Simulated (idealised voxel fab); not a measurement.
process module | voxel trench capacitor
Shown is cross-section cut, with a width of 225 nm and square cells of size 5 nm.
Cross-section format: a grid of square cells, given as bands from top to bottom; each band is one or more rows of cells. In this notation a band is specified by the heights of its top and bottom, in that order and in nm, after which its materials appear from left to right, each paired with its width in nm. The word "full width" attached to a single material means that material fills the band from edge to edge; the word "blank" stands for empty space. For the purposes of this specification, 0 denotes the height below which the wafer in its as-received condition is composed wholly of one material, and the lowermost band, lacking a lower limit, extends downward without end, as expressed in "top 0, no bottom". Think of "30 to 40" as a width that walks from the first number to the second as you go down the band, top row to bottom row, taking equal-sized steps from row to row. "nothing was modified" (step): cross-section cells unchanged, all of them. "Tabulated closed voids" lists enclosed empty spaces (at least 8 cells, no open path upward to the top), each as width x height at distance from the left edge, in nm. Note: text after step settings on the step line = simulator remark on that step. overlay nm: mask right of planned place by this much (step with mask). Neg. = left.
[The following list gives the planned process steps]
1: RECEIVE (material Si)
2: CONFORMAL_DEP (material SiN; thk nm 10)
3: PATTERN (tone open; mask id TRENCH; material resist; width nm 25; pitch nm 50; thk nm 20; overlay nm 0)
4: DIRECTIONAL_ETCH (etch materials SiN; depth nm 10)
5: DIRECTIONAL_ETCH (etch materials Si; depth nm 30)
6: STRIP (etch materials resist)
7: CONFORMAL_DEP (material Al2O3; thk nm 5)
8: FILL_DEP (material polySi; thk nm 10)
9: CMP (height nm 10)
[Of two wafers, the first: run according to plan]
[This is the cross-section of the wafer as we received it, i.e. after step 1]
	top 0, no bottom: Si full width
	Tabulated closed voids: none
[State of the wafer after step 2, shown in cross-section]
	top 10, bottom 0: SiN full width
	At heights below 0, the structure remains unaltered.
[State of the wafer after step 3, shown in cross-section]
	top 30, bottom 10: resist: 50, blank: 25, resist: 25, blank: 25, resist: 25, blank: 25, resist: 50
	At heights below 10, the structure remains unaltered.
[State of the wafer after step 4, shown in cross-section]
	top 30, bottom 10: resist: 50, blank: 25, resist: 25, blank: 25, resist: 25, blank: 25, resist: 50
	top 10, bottom 0: SiN: 50, blank: 25, SiN: 25, blank: 25, SiN: 25, blank: 25, SiN: 50
	At heights below 0, the structure remains unaltered.
[State of the wafer after step 5, shown in cross-section]
	top 30, bottom 10: resist: 50, blank: 25, resist: 25, blank: 25, resist: 25, blank: 25, resist: 50
	top 10, bottom 0: SiN: 50, blank: 25, SiN: 25, blank: 25, SiN: 25, blank: 25, SiN: 50
	top 0, bottom -30: Si: 50, blank: 25, Si: 25, blank: 25, Si: 25, blank: 25, Si: 50
	At heights below -30, the structure remains unaltered.
[State of the wafer after step 6, shown in cross-section]
	top 10, bottom 0: SiN: 50, blank: 25, SiN: 25, blank: 25, SiN: 25, blank: 25, SiN: 50
	At heights below 0, the structure remains unaltered.
[State of the wafer after step 7, shown in cross-section]
	top 15, bottom 10: Al2O3: 55, blank: 15, Al2O3: 35, blank: 15, Al2O3: 35, blank: 15, Al2O3: 55
	top 10, bottom 0: SiN: 50, Al2O3: 5, blank: 15, Al2O3: 5, SiN: 25, Al2O3: 5, blank: 15, Al2O3: 5, SiN: 25, Al2O3: 5, blank: 15, Al2O3: 5, SiN: 50
	top 0, bottom -25: Si: 50, Al2O3: 5, blank: 15, Al2O3: 5, Si: 25, Al2O3: 5, blank: 15, Al2O3: 5, Si: 25, Al2O3: 5, blank: 15, Al2O3: 5, Si: 50
	top -25, bottom -30: Si: 50, Al2O3: 25, Si: 25, Al2O3: 25, Si: 25, Al2O3: 25, Si: 50
	At heights below -30, the structure remains unaltered.
[State of the wafer after step 8, shown in cross-section]
	top 25, bottom 15: polySi full width
	top 15, bottom 10: Al2O3: 55, polySi: 15, Al2O3: 35, polySi: 15, Al2O3: 35, polySi: 15, Al2O3: 55
	top 10, bottom 0: SiN: 50, Al2O3: 5, polySi: 15, Al2O3: 5, SiN: 25, Al2O3: 5, polySi: 15, Al2O3: 5, SiN: 25, Al2O3: 5, polySi: 15, Al2O3: 5, SiN: 50
	top 0, bottom -25: Si: 50, Al2O3: 5, polySi: 15, Al2O3: 5, Si: 25, Al2O3: 5, polySi: 15, Al2O3: 5, Si: 25, Al2O3: 5, polySi: 15, Al2O3: 5, Si: 50
	At heights below -25, the structure remains unaltered.
[State of the wafer after step 9, shown in cross-section]
	top 10, bottom 0: SiN: 50, Al2O3: 5, polySi: 15, Al2O3: 5, SiN: 25, Al2O3: 5, polySi: 15, Al2O3: 5, SiN: 25, Al2O3: 5, polySi: 15, Al2O3: 5, SiN: 50
	At heights below 0, the structure remains unaltered.
[The second wafer: identical to the first at the outset and in its planned sequence, differing only in that one mistake was made during processing; up to and including step 2, its path is the first wafer's path]
[Cross-section: second wafer, time at which step 3 was scheduled to end]
	top 30, bottom 10: resist: 45, blank: 25, resist: 25, blank: 25, resist: 25, blank: 25, resist: 55
	At heights below 10, the structure remains unaltered.
[Cross-section: second wafer, time at which step 4 was scheduled to end]
	top 30, bottom 10: resist: 45, blank: 25, resist: 25, blank: 25, resist: 25, blank: 25, resist: 55
	top 10, bottom 0: SiN: 45, blank: 25, SiN: 25, blank: 25, SiN: 25, blank: 25, SiN: 55
	At heights below 0, the structure remains unaltered.
[Cross-section: second wafer, time at which step 5 was scheduled to end]
	top 30, bottom 10: resist: 45, blank: 25, resist: 25, blank: 25, resist: 25, blank: 25, resist: 55
	top 10, bottom 0: SiN: 45, blank: 25, SiN: 25, blank: 25, SiN: 25, blank: 25, SiN: 55
	top 0, bottom -30: Si: 45, blank: 25, Si: 25, blank: 25, Si: 25, blank: 25, Si: 55
	At heights below -30, the structure remains unaltered.
[Cross-section: second wafer, time at which step 6 was scheduled to end]
	top 10, bottom 0: SiN: 45, blank: 25, SiN: 25, blank: 25, SiN: 25, blank: 25, SiN: 55
	At heights below 0, the structure remains unaltered.
[Cross-section: second wafer, time at which step 7 was scheduled to end]
	top 15, bottom 10: Al2O3: 50, blank: 15, Al2O3: 35, blank: 15, Al2O3: 35, blank: 15, Al2O3: 60
	top 10, bottom 0: SiN: 45, Al2O3: 5, blank: 15, Al2O3: 5, SiN: 25, Al2O3: 5, blank: 15, Al2O3: 5, SiN: 25, Al2O3: 5, blank: 15, Al2O3: 5, SiN: 55
	top 0, bottom -25: Si: 45, Al2O3: 5, blank: 15, Al2O3: 5, Si: 25, Al2O3: 5, blank: 15, Al2O3: 5, Si: 25, Al2O3: 5, blank: 15, Al2O3: 5, Si: 55
	top -25, bottom -30: Si: 45, Al2O3: 25, Si: 25, Al2O3: 25, Si: 25, Al2O3: 25, Si: 55
	At heights below -30, the structure remains unaltered.
[Cross-section: second wafer, time at which step 8 was scheduled to end]
	top 25, bottom 15: polySi full width
	top 15, bottom 10: Al2O3: 50, polySi: 15, Al2O3: 35, polySi: 15, Al2O3: 35, polySi: 15, Al2O3: 60
	top 10, bottom 0: SiN: 45, Al2O3: 5, polySi: 15, Al2O3: 5, SiN: 25, Al2O3: 5, polySi: 15, Al2O3: 5, SiN: 25, Al2O3: 5, polySi: 15, Al2O3: 5, SiN: 55
	top 0, bottom -25: Si: 45, Al2O3: 5, polySi: 15, Al2O3: 5, Si: 25, Al2O3: 5, polySi: 15, Al2O3: 5, Si: 25, Al2O3: 5, polySi: 15, Al2O3: 5, Si: 55
	At heights below -25, the structure remains unaltered.
[Cross-section: second wafer, time at which step 9 was scheduled to end]
	top 10, bottom 0: SiN: 45, Al2O3: 5, polySi: 15, Al2O3: 5, SiN: 25, Al2O3: 5, polySi: 15, Al2O3: 5, SiN: 25, Al2O3: 5, polySi: 15, Al2O3: 5, SiN: 55
	At heights below 0, the structure remains unaltered.
The mistake made against the process plan was this: step 3 did not happen as planned, as run it was PATTERN (tone open; mask id TRENCH; material resist; width nm 25; pitch nm 50; thk nm 20; overlay nm -5)
If you tally the cells, the second wafer ends up with the same amount of every material as the first; it's all just sitting in different places.
